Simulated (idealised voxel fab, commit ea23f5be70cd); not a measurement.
Title: Process Module voxel released beams
It is cross-section cut that appears here, measuring 245 nm in width, its square cells being 5 nm in size.
Throughout this document, each cross-section is represented as a grid of square cells and is presented as a sequence of bands enumerated from the top downward, where a band comprises one or more rows of cells. The band entry comprises the height of the band's top followed by the height of its bottom, expressed in nm, and subsequently the band's materials from left to right, each stated together with its width in nm. Where a single material is marked with the word "edge to edge", that material fills the band from edge to edge. The word "empty" represents empty space. Where do heights start? At 0: under that level the wafer as delivered is made of one material only. And the lowest band has no floor; it just carries on downward, as in "0 nm and below". Quick explanation for "30 to 40": the width changes in equal steps down the rows of cells, from the first number in the band's top row to the second number in its bottom row. What does "no modification" mean for a step? It means no cell of the cross-section changed in that step. The entry "Trapped void list" lists the empty spaces that cover at least 8 cells and have no open path to the top. Each is written as width x height at distance, where the distance is measured from the left edge and all three values are in nm. That trailing text on a step's line, after the settings, is the simulator's own remark on the step. Steps that use a mask can have "overlay nm" on their line. It says how far the mask sat to the right of where it was meant to be. Negative means to the left.

# Listed below are the process steps as planned
1. RECEIVE | material Si
2. CONFORMAL_DEP | material SiN | thk nm 10
3. DIRECTIONAL_DEP | material SiO2 | thk nm 15
4. MASKED_ETCH | tone open | mask id ANCHOR | width nm 35 | etch materials SiO2 | depth nm 15 | overlay nm 0
5. CONFORMAL_DEP | material W | thk nm 10
6. MASKED_ETCH | tone cover | mask id BEAM | width nm 85 | etch materials W | depth nm 10 | overlay nm 0
7. STRIP | etch materials SiO2

# Shown in cross-section is the wafer as received, that is, as it stands after step 1
- 0 nm and below: Si edge to edge
- Trapped void list: none

# The following cross-section depicts the wafer upon conclusion of the module. Processing commenced from the starting condition illustrated above and adhered to the plan illustrated above, save for one mistake in execution
- 25 nm to 20 nm: empty: 75  W: 15  empty: 15  W: 55  empty: 85
- 20 nm to 10 nm: empty: 75 to 80  W: 85 to 35  empty: 85 to 130
- 10 nm to 0 nm: SiN edge to edge
- 0 nm and below: Si edge to edge
- Trapped void list: none
Nonconformance to the process plan: contrary to plan, step 3 was performed as DIRECTIONAL_DEP | material SiO2 | thk nm 5
